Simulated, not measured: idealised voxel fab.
This section sets out a process module, namely voxel capacitor over wiring.
Xsec cut, 230 nm wide, square cell size 5 nm.
How to read a cross-section here: the picture is a grid of square cells, written as bands going from the top down, and any band can span one or more rows of cells.
Top height, bottom height, nm. Materials left to right, width each, nm. Single material + "everywhere" = fills band edge to edge. "air" = empty.
For the purposes of this specification, 0 denotes the height below which the wafer in its as-received condition is composed wholly of one material, and the lowermost band, lacking a lower limit, extends downward without end, as expressed in "0 down".
Width: "30 to 40" (first number = top row, second number = bottom row, same change from row to row of cells).
When a step is marked "stayed the same", none of the cells in the cross-section changed during that step.
Under "Entrapped voids" you'll find the enclosed gaps, the ones with no way out to the top, that are 8 cells or bigger; each reads width x height at distance, with distance counted from the left edge, everything in nm.
Past the settings on a step's line: simulator remark, on that step.
When a step includes a mask, the "overlay nm" setting on its line states how far to the right of its planned place that mask lay, and negative values state how far to the left.
The following list gives the planned process steps:
step 1: RECEIVE (material Si)
step 2: CONFORMAL_DEP (material SiO2; thk nm 15)
step 3: CONFORMAL_DEP (material SiCN; thk nm 5)
step 4: DIRECTIONAL_DEP (material lowk; thk nm 15)
step 5: PATTERN (tone open; mask id METAL_1; material resist; width nm 25; pitch nm 75; thk nm 15; overlay nm 0)
step 6: DIRECTIONAL_ETCH (etch materials lowk; depth nm 15)
step 7: DIRECTIONAL_ETCH (etch materials SiCN; depth nm 5)
step 8: STRIP (etch materials resist)
step 9: CONFORMAL_DEP (material TiN; thk nm 5)
step 10: FILL_DEP (material Ru; thk nm 5)
step 11: CMP (height nm 35)
step 12: EPI (material Ru; thk nm 5)
step 13: FILL_DEP (material SiCN; thk nm 5)
step 14: DIRECTIONAL_DEP (material SiO2; thk nm 20)
step 15: DIRECTIONAL_DEP (material aC; thk nm 10)
step 16: PATTERN (tone open; mask id PLUG_1; material resist; width nm 15; thk nm 30; overlay nm 0)
step 17: DIRECTIONAL_ETCH (etch materials aC; depth nm 10)
step 18: STRIP (etch materials resist)
step 19: DIRECTIONAL_ETCH (etch materials SiO2; depth nm 20)
step 20: DIRECTIONAL_ETCH (etch materials SiCN; depth nm 5)
step 21: STRIP (etch materials aC)
step 22: CONFORMAL_DEP (material TiN; thk nm 5)
step 23: FILL_DEP (material W; thk nm 10)
step 24: CMP (height nm 65)
step 25: DIRECTIONAL_DEP (material TiN; thk nm 5)
step 26: DIRECTIONAL_DEP (material HfO2; thk nm 5)
step 27: DIRECTIONAL_DEP (material TiN; thk nm 5)
step 28: MASKED_ETCH (tone cover; mask id UPPER_PLATE; width nm 55; etch materials TiN; depth nm 5; overlay nm 0)
step 29: MASKED_ETCH (tone cover; mask id UPPER_PLATE; width nm 55; etch materials HfO2; depth nm 5; overlay nm 0)
step 30: MASKED_ETCH (tone cover; mask id LOWER_PLATE; width nm 65; etch materials TiN; depth nm 5; overlay nm 0)
step 31: FILL_DEP (material SiO2; thk nm 15)
step 32: CMP (height nm 90)
step 33: MASKED_ETCH (tone open; mask id PLUG_2; width nm 15; etch materials SiO2; depth nm 10; overlay nm 0)
step 34: CONFORMAL_DEP (material TiN; thk nm 5)
step 35: FILL_DEP (material Cu; thk nm 5)
step 36: CMP (height nm 90)
step 37: CONFORMAL_DEP (material SiN; thk nm 5)
First of two wafers - as planned:
Cross-section of the wafer as it came to us, i.e., already through step 1:
	0 down  Si everywhere
	Entrapped voids: none
State of the wafer after step 2, shown in cross-section:
	15 to 0  SiO2 everywhere
	Everything under 0 stays put, no change at all.
State of the wafer after step 3, shown in cross-section:
	20 to 15  SiCN everywhere
	Everything under 15 stays put, no change at all.
State of the wafer after step 4, shown in cross-section:
	35 to 20  lowk everywhere
	Everything under 20 stays put, no change at all.
State of the wafer after step 5, shown in cross-section:
	50 to 35  resist 65 | air 25 | resist 50 | air 25 | resist 65
	Everything under 35 stays put, no change at all.
State of the wafer after step 6, shown in cross-section:
	50 to 35  resist 65 | air 25 | resist 50 | air 25 | resist 65
	35 to 20  lowk 65 | air 25 | lowk 50 | air 25 | lowk 65
	Everything under 20 stays put, no change at all.
State of the wafer after step 7, shown in cross-section:
	50 to 35  resist 65 | air 25 | resist 50 | air 25 | resist 65
	35 to 20  lowk 65 | air 25 | lowk 50 | air 25 | lowk 65
	20 to 15  SiCN 65 | air 25 | SiCN 50 | air 25 | SiCN 65
	Everything under 15 stays put, no change at all.
State of the wafer after step 8, shown in cross-section:
	35 to 20  lowk 65 | air 25 | lowk 50 | air 25 | lowk 65
	Everything under 20 stays put, no change at all.
State of the wafer after step 9, shown in cross-section:
	40 to 35  TiN 70 | air 15 | TiN 60 | air 15 | TiN 70
	35 to 20  lowk 65 | TiN 5 | air 15 | TiN 5 | lowk 50 | TiN 5 | air 15 | TiN 5 | lowk 65
	20 to 15  SiCN 65 | TiN 25 | SiCN 50 | TiN 25 | SiCN 65
	Everything under 15 stays put, no change at all.
State of the wafer after step 10, shown in cross-section:
	45 to 40  Ru everywhere
	40 to 35  TiN 70 | Ru 15 | TiN 60 | Ru 15 | TiN 70
	35 to 20  lowk 65 | TiN 5 | Ru 15 | TiN 5 | lowk 50 | TiN 5 | Ru 15 | TiN 5 | lowk 65
	Everything under 20 stays put, no change at all.
State of the wafer after step 11, shown in cross-section:
	35 to 20  lowk 65 | TiN 5 | Ru 15 | TiN 5 | lowk 50 | TiN 5 | Ru 15 | TiN 5 | lowk 65
	Everything under 20 stays put, no change at all.
State of the wafer after step 12, shown in cross-section:
	40 to 35  air 60 | Ru 35 | air 40 | Ru 35 | air 60
	Everything under 35 stays put, no change at all.
State of the wafer after step 13, shown in cross-section:
	45 to 40  SiCN everywhere
	40 to 35  SiCN 60 | Ru 35 | SiCN 40 | Ru 35 | SiCN 60
	Everything under 35 stays put, no change at all.
State of the wafer after step 14, shown in cross-section:
	65 to 45  SiO2 everywhere
	Everything under 45 stays put, no change at all.
State of the wafer after step 15, shown in cross-section:
	75 to 65  aC everywhere
	Everything under 65 stays put, no change at all.
State of the wafer after step 16, shown in cross-section:
	105 to 75  resist 75 | air 15 | resist 140
	Everything under 75 stays put, no change at all.
State of the wafer after step 17, shown in cross-section:
	95 to 75  resist 75 | air 15 | resist 140
	75 to 65  aC 75 | air 15 | aC 140
	Everything under 65 stays put, no change at all.
State of the wafer after step 18, shown in cross-section:
	75 to 65  aC 75 | air 15 | aC 140
	Everything under 65 stays put, no change at all.
State of the wafer after step 19, shown in cross-section:
	75 to 65  aC 75 | air 15 | aC 140
	65 to 45  SiO2 75 | air 15 | SiO2 140
	Everything under 45 stays put, no change at all.
State of the wafer after step 20, shown in cross-section:
	75 to 65  aC 75 | air 15 | aC 140
	65 to 45  SiO2 75 | air 15 | SiO2 140
	45 to 40  SiCN 75 | air 15 | SiCN 140
	Everything under 40 stays put, no change at all.
State of the wafer after step 21, shown in cross-section:
	65 to 45  SiO2 75 | air 15 | SiO2 140
	Everything under 45 stays put, no change at all.
State of the wafer after step 22, shown in cross-section:
	70 to 65  TiN 80 | air 5 | TiN 145
	65 to 45  SiO2 75 | TiN 5 | air 5 | TiN 5 | SiO2 140
	45 to 40  SiCN 75 | TiN 15 | SiCN 140
	Everything under 40 stays put, no change at all.
State of the wafer after step 23, shown in cross-section:
	80 to 70  W everywhere
	70 to 65  TiN 80 | W 5 | TiN 145
	65 to 45  SiO2 75 | TiN 5 | W 5 | TiN 5 | SiO2 140
	Everything under 45 stays put, no change at all.
State of the wafer after step 24, shown in cross-section:
	65 to 45  SiO2 75 | TiN 5 | W 5 | TiN 5 | SiO2 140
	Everything under 45 stays put, no change at all.
State of the wafer after step 25, shown in cross-section:
	70 to 65  TiN everywhere
	Everything under 65 stays put, no change at all.
State of the wafer after step 26, shown in cross-section:
	75 to 70  HfO2 everywhere
	Everything under 70 stays put, no change at all.
State of the wafer after step 27, shown in cross-section:
	80 to 75  TiN everywhere
	Everything under 75 stays put, no change at all.
State of the wafer after step 28, shown in cross-section:
	80 to 75  air 75 | TiN 55 | air 100
	Everything under 75 stays put, no change at all.
State of the wafer after step 29, shown in cross-section:
	80 to 75  air 75 | TiN 55 | air 100
	75 to 70  air 75 | HfO2 55 | air 100
	Everything under 70 stays put, no change at all.
State of the wafer after step 30, shown in cross-section:
	80 to 75  air 75 | TiN 55 | air 100
	75 to 70  air 75 | HfO2 55 | air 100
	70 to 65  air 70 | TiN 65 | air 95
	Everything under 65 stays put, no change at all.
State of the wafer after step 31, shown in cross-section:
	95 to 80  SiO2 everywhere
	80 to 75  SiO2 75 | TiN 55 | SiO2 100
	75 to 70  SiO2 75 | HfO2 55 | SiO2 100
	70 to 65  SiO2 70 | TiN 65 | SiO2 95
	Everything under 65 stays put, no change at all.
State of the wafer after step 32, shown in cross-section:
	90 to 80  SiO2 everywhere
	Everything under 80 stays put, no change at all.
State of the wafer after step 33, shown in cross-section:
	90 to 80  SiO2 85 | air 15 | SiO2 130
	Everything under 80 stays put, no change at all.
State of the wafer after step 34, shown in cross-section:
	95 to 90  TiN 90 | air 5 | TiN 135
	90 to 85  SiO2 85 | TiN 5 | air 5 | TiN 5 | SiO2 130
	85 to 75  SiO2 85 to 75 | TiN 15 to 55 | SiO2 130 to 100
	Everything under 75 stays put, no change at all.
State of the wafer after step 35, shown in cross-section:
	100 to 95  Cu everywhere
	95 to 90  TiN 90 | Cu 5 | TiN 135
	90 to 85  SiO2 85 | TiN 5 | Cu 5 | TiN 5 | SiO2 130
	Everything under 85 stays put, no change at all.
State of the wafer after step 36, shown in cross-section:
	90 to 85  SiO2 85 | TiN 5 | Cu 5 | TiN 5 | SiO2 130
	Everything under 85 stays put, no change at all.
State of the wafer after step 37, shown in cross-section:
	95 to 90  SiN everywhere
	Everything under 90 stays put, no change at all.
Second of two: same start, same plan, one run error; steps up to and including 15 match the first:
Second wafer, section view, time point: scheduled end of step 16:
	105 to 75  air 75 | resist 15 | air 140
	Everything under 75 stays put, no change at all.
Second wafer, section view, time point: scheduled end of step 17:
	95 to 75  air 75 | resist 15 | air 140
	75 to 65  air 75 | aC 15 | air 140
	Everything under 65 stays put, no change at all.
Second wafer, section view, time point: scheduled end of step 18:
	75 to 65  air 75 | aC 15 | air 140
	Everything under 65 stays put, no change at all.
Second wafer, section view, time point: scheduled end of step 19:
	75 to 65  air 75 | aC 15 | air 140
	65 to 45  air 75 | SiO2 15 | air 140
	Everything under 45 stays put, no change at all.
Second wafer, section view, time point: scheduled end of step 20:
	75 to 65  air 75 | aC 15 | air 140
	65 to 45  air 75 | SiO2 15 | air 140
	45 to 40  air 75 | SiCN 15 | air 140
	Everything under 40 stays put, no change at all.
Second wafer, section view, time point: scheduled end of step 21:
	65 to 45  air 75 | SiO2 15 | air 140
	Everything under 45 stays put, no change at all.
Second wafer, section view, time point: scheduled end of step 22:
	70 to 65  air 70 | TiN 25 | air 135
	65 to 45  air 70 | TiN 5 | SiO2 15 | TiN 5 | air 135
	45 to 40  TiN 75 | SiCN 15 | TiN 140
	Everything under 40 stays put, no change at all.
Second wafer, section view, time point: scheduled end of step 23:
	80 to 70  W everywhere
	70 to 65  W 70 | TiN 25 | W 135
	65 to 45  W 70 | TiN 5 | SiO2 15 | TiN 5 | W 135
	Everything under 45 stays put, no change at all.
Second wafer, section view, time point: scheduled end of step 24:
	65 to 45  W 70 | TiN 5 | SiO2 15 | TiN 5 | W 135
	Everything under 45 stays put, no change at all.
Second wafer, section view, time point: scheduled end of step 25:
	70 to 65  TiN everywhere
	Everything under 65 stays put, no change at all.
Second wafer, section view, time point: scheduled end of step 26:
	75 to 70  HfO2 everywhere
	Everything under 70 stays put, no change at all.
Second wafer, section view, time point: scheduled end of step 27:
	80 to 75  TiN everywhere
	Everything under 75 stays put, no change at all.
Second wafer, section view, time point: scheduled end of step 28:
	80 to 75  air 75 | TiN 55 | air 100
	Everything under 75 stays put, no change at all.
Second wafer, section view, time point: scheduled end of step 29:
	80 to 75  air 75 | TiN 55 | air 100
	75 to 70  air 75 | HfO2 55 | air 100
	Everything under 70 stays put, no change at all.
Second wafer, section view, time point: scheduled end of step 30:
	80 to 75  air 75 | TiN 55 | air 100
	75 to 70  air 75 | HfO2 55 | air 100
	70 to 65  air 70 | TiN 65 | air 95
	Everything under 65 stays put, no change at all.
Second wafer, section view, time point: scheduled end of step 31:
	95 to 80  SiO2 everywhere
	80 to 75  SiO2 75 | TiN 55 | SiO2 100
	75 to 70  SiO2 75 | HfO2 55 | SiO2 100
	70 to 65  SiO2 70 | TiN 65 | SiO2 95
	Everything under 65 stays put, no change at all.
Second wafer, section view, time point: scheduled end of step 32:
	90 to 80  SiO2 everywhere
	Everything under 80 stays put, no change at all.
Second wafer, section view, time point: scheduled end of step 33:
	90 to 80  SiO2 85 | air 15 | SiO2 130
	Everything under 80 stays put, no change at all.
Second wafer, section view, time point: scheduled end of step 34:
	95 to 90  TiN 90 | air 5 | TiN 135
	90 to 85  SiO2 85 | TiN 5 | air 5 | TiN 5 | SiO2 130
	85 to 75  SiO2 85 to 75 | TiN 15 to 55 | SiO2 130 to 100
	Everything under 75 stays put, no change at all.
Second wafer, section view, time point: scheduled end of step 35:
	100 to 95  Cu everywhere
	95 to 90  TiN 90 | Cu 5 | TiN 135
	90 to 85  SiO2 85 | TiN 5 | Cu 5 | TiN 5 | SiO2 130
	Everything under 85 stays put, no change at all.
Second wafer, section view, time point: scheduled end of step 36:
	90 to 85  SiO2 85 | TiN 5 | Cu 5 | TiN 5 | SiO2 130
	Everything under 85 stays put, no change at all.
Second wafer, section view, time point: scheduled end of step 37:
	95 to 90  SiN everywhere
	Everything under 90 stays put, no change at all.
Diagnosis: step 16 went in with a setting other than planned; the actual run was PATTERN (tone cover; mask id PLUG_1; material resist; width nm 15; thk nm 30; overlay nm 0)
Final wafer comparison in cells, second versus first, more or fewer per material: SiCN -40 | SiO2 -160 | TiN +40 | W +160
